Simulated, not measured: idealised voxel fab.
Presented below is a process module, voxel gate over fins.
We display cut, a cross-section 295 nm in width whose square cells are each 5 nm.
A cross-section is a grid of square cells, given in bands from the top down. A band is one or more rows of cells. Look at the band entry: it leads with the top's height and the bottom's height in nm. Then it lists the materials left to right, with a width in nm for each. The word "full width" on a single material says that material fills the band edge to edge. The word "blank" is empty space. Height is counted from the level 0, under which the received wafer is composed throughout of one material. The lowest of the bands is not closed at the bottom but continues downward, in the notation "0 down". Read "30 to 40" as a graded width: first number on top, second number at the bottom, same change between each pair of neighbouring rows. Key: "nothing different" - step with no changed cell in the cross-section. Closed empty spaces (no open way to the top) of 8 cells or more are what "Enclosed void list" lists, each as width x height at distance from the left edge, nm for all three. On a step's line, text after the settings is the simulator commenting on that step. A step's line can hold "overlay nm"; with a mask on that step, the setting says how far right of the planned place the mask lay, while a negative setting says it lay to the left.
[Steps in the process plan]
| 1 | op RECEIVE | material Si |
| 2 | op CONFORMAL_DEP | material SiN | thk nm 10 |
| 3 | op DIRECTIONAL_DEP | material aC | thk nm 15 |
| 4 | op PATTERN | tone cover | mask id FINS | material resist | width nm 15 | pitch nm 35 | thk nm 35 | overlay nm 0 |
| 5 | op DIRECTIONAL_ETCH | etch materials aC | depth nm 15 |
| 6 | op STRIP | etch materials resist |
| 7 | op DIRECTIONAL_ETCH | etch materials SiN | depth nm 10 |
| 8 | op DIRECTIONAL_ETCH | etch materials Si | depth nm 40 |
| 9 | op STRIP | etch materials aC |
| 10 | op FILL_DEP | material SiO2 | thk nm 10 |
| 11 | op CMP | height nm 10 |
| 12 | op SELECTIVE_ETCH | etch materials SiO2 | depth nm 20 |
| 13 | op STRIP | etch materials SiN |
| 14 | op CONFORMAL_DEP | material HfO2 | thk nm 5 |
| 15 | op CONFORMAL_DEP | material TiN | thk nm 5 |
| 16 | op CONFORMAL_DEP | material TiAl | thk nm 5 |
| 17 | op CONFORMAL_DEP | material TiN | thk nm 5 |
| 18 | op FILL_DEP | material W | thk nm 15 |
| 19 | op CMP | height nm 30 |
| 20 | op CONFORMAL_DEP | material SiCN | thk nm 5 |
[Shown in cross-section is the wafer as received, that is, as it stands after step 1]
- 0 down | Si full width
- Enclosed void list: none
[The first of the two wafers as seen in cross-section once the module was finished; processing followed the plan]
- 35 to 30 | SiCN full width
- 30 to 20 | W full width
- 20 to 15 | 100 W | 90 TiN | 105 W
- 15 to 10 | 100 W | 5 TiN | 80 TiAl | 5 TiN | 105 W
- 10 to 5 | 105 TiN | 5 TiAl | 70 TiN | 5 TiAl | 110 TiN
- 5 to 0 | 110 TiAl | 5 TiN | 25 HfO2 | 10 TiN | 25 HfO2 | 5 TiN | 115 TiAl
- 0 to -5 | 115 TiN | 5 HfO2 | 15 Si | 5 HfO2 | 10 TiN | 5 HfO2 | 15 Si | 5 HfO2 | 120 TiN
- -5 to -10 | 120 HfO2 | 15 Si | 20 HfO2 | 15 Si | 125 HfO2
- -10 to -40 | 120 SiO2 | 15 Si | 20 SiO2 | 15 Si | 125 SiO2
- -40 down | Si full width
- Enclosed void list: none
[second wafer at the end: like start, like plan, one mistake]
- 35 to 30 | SiCN full width
- 30 to 20 | W full width
- 20 to 15 | 100 W | 90 TiN | 105 W
- 15 to 10 | 100 W | 5 TiN | 80 TiAl | 5 TiN | 105 W
- 10 to 5 | 105 TiN | 5 TiAl | 70 TiN | 5 TiAl | 110 TiN
- 5 to 0 | 110 TiAl | 5 TiN | 25 HfO2 | 10 TiN | 25 HfO2 | 5 TiN | 115 TiAl
- 0 to -5 | 115 TiN | 5 HfO2 | 15 Si | 5 HfO2 | 10 TiN | 5 HfO2 | 15 Si | 5 HfO2 | 120 TiN
- -5 to -10 | 120 HfO2 | 15 Si | 20 HfO2 | 15 Si | 125 HfO2
- -10 to -45 | 120 SiO2 | 15 Si | 20 SiO2 | 15 Si | 125 SiO2
- -45 down | Si full width
- Enclosed void list: none
Run error: so step 8 ended up running with a different setting than we planned, it ran as op DIRECTIONAL_ETCH | etch materials Si | depth nm 45
Counted in cells at the end, the second wafer holds more or fewer of these materials than the first: -53 Si; +53 SiO2
